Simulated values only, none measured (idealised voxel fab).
process module | voxel double patterning
cross-section cut | 265 nm wide | cells 5 nm
A cross-section is a grid of square cells, given in bands from the top down. A band is one or more rows of cells.
Each band's line starts with the height of the band's top and of its bottom, in nm. Then come its materials from left to right, each with its width in nm. One material with "throughout" fills the band from edge to edge. "air" is empty space.
Height 0 is the level under which the wafer as received is all one material. The lowest band goes on downwards, as in "0 down".
A width such as "30 to 40" changes by the same amount from each row of cells to the next, from the band's top row to its bottom row.
"no change" after a step means that no cell of the cross-section changed.
closed voids: empty space of 8 cells or more with no open way to the top, each as width x height at its distance from the left edge, in nm
after a step's settings: what the simulator itself notes on the step
overlay nm, on a step with a mask: how far to the right of its planned place the mask lay; to the left if negative
plan
1 op RECEIVE | material Si
2 op CONFORMAL_DEP | material SiO2 | thk nm 5
3 op DIRECTIONAL_DEP | material TiN | thk nm 15
4 op DIRECTIONAL_DEP | material SiN | thk nm 5
5 op MASKED_ETCH | tone open | mask id FIRST | width nm 15 | pitch nm 50 | etch materials SiN | depth nm 5 | overlay nm 0
6 op PATTERN | tone open | mask id SECOND | material resist | width nm 15 | pitch nm 50 | thk nm 15 | overlay nm 0
7 op DIRECTIONAL_ETCH | etch materials SiN | depth nm 5
8 op STRIP | etch materials resist
9 op DIRECTIONAL_ETCH | etch materials TiN | depth nm 5
10 op STRIP | etch materials SiN
varied across the wafers: depth nm of step 9. The plan shows the first wafer's value. All wafers start alike
first wafer as received, after step 1
  0 down: Si throughout
  closed voids: none
first wafer at the end, after step 10
  20 to 15: TiN 75 | air 15 | TiN 10 | air 15 | TiN 10 | air 15 | TiN 10 | air 15 | TiN 10 | air 15 | TiN 75
  15 to 5: TiN throughout
  5 to 0: SiO2 throughout
  0 down: Si throughout
  closed voids: none
last wafer at the end
  20 to 5: TiN 75 | air 15 | TiN 10 | air 15 | TiN 10 | air 15 | TiN 10 | air 15 | TiN 10 | air 15 | TiN 75
  5 to 0: SiO2 throughout
  0 down: Si throughout
  closed voids: none
each wafer at the end: cells of each material gained (+) or lost (-) since it was received, then its closed voids
depth nm 5 | +53 SiO2 | +144 TiN | closed voids: none
depth nm 10 | +53 SiO2 | +129 TiN | closed voids: none
depth nm 15 | +53 SiO2 | +114 TiN | closed voids: none
depth nm 20 | +53 SiO2 | +114 TiN | closed voids: none
depth nm 25 | +53 SiO2 | +114 TiN | closed voids: none
depth nm 30 | +53 SiO2 | +114 TiN | closed voids: none
